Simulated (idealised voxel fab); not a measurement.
Process module heading - voxel local oxidation
Xsec cut, 275 nm wide, square cell size 5 nm.
In this document a cross-section is written as a grid of square cells. It is given as a series of bands, listed from the top down, and a band is one or more rows of cells.
A band entry consists of two parts. The first gives the height of the band's top and the height of its bottom, in nm. The rest lists the band's materials from left to right, each with its width in nm. A single material labelled with the word "edge to edge" fills the band from edge to edge, and the word "empty" marks empty space.
Basically, 0 is our baseline, since under it the wafer straight out of the box is all one material. The bottom band has no lower end and keeps on going down, so it looks like "top 0, no bottom".
The width entry "30..40" should be interpreted row by row: the top row of cells in the band takes the first number, the bottom row takes the second number, and the change between adjacent rows is uniform throughout.
"nothing altered" -> step changed no cross-section cell.
Closed internal voids: empty space of 8 cells or more with no open way to the top, each as width x height at its distance from the left edge, in nm
What comes after the settings on a step's line is commentary from the simulator itself on that step.
overlay nm: step with mask; distance mask lay right of planned place; negative value = left of planned place.

**The process steps that were planned are listed below**
| 1 | op RECEIVE | material Si |
| 2 | op OXIDIZE | depth nm 5 |
| 3 | op CONFORMAL_DEP | material SiN | thk nm 15 |
| 4 | op PATTERN | tone cover | mask id ACTIVE | material resist | width nm 130 | thk nm 15 | overlay nm 0 |
| 5 | op DIRECTIONAL_ETCH | etch materials SiN | depth nm 15 |
| 6 | op STRIP | etch materials resist |
| 7 | op SELECTIVE_ETCH | etch materials SiO2 | depth nm 5 |
| 8 | op OXIDIZE | depth nm 15 |
| 9 | op STRIP | etch materials SiN |

**Shown in cross-section is the wafer as received, that is, as it stands after step 1**
  top 0, no bottom: Si edge to edge
  Closed internal voids: none

**Post-module cross-section of the first of two wafers (run per plan)**
  top 0, bottom -5: 75 empty; 120 SiO2; 80 empty
  top -5, bottom -20: 90 SiO2; 90 Si; 95 SiO2
  top -20, no bottom: Si edge to edge
  Closed internal voids: none

**Now the second wafer, cross-sectioned at the end of the module. Nothing different at the start, nothing different in the plan compared with the first, just one mistake when it was actually run**
  top 10, bottom -5: SiO2 edge to edge
  top -5, no bottom: Si edge to edge
  Closed internal voids: none
Processing error: step 3 ran as: op CONFORMAL_DEP | material SiO2 | thk nm 15
Counted in cells at the end, the second wafer holds more or fewer of these materials than the first: Si: 111 more, SiO2: 30 more
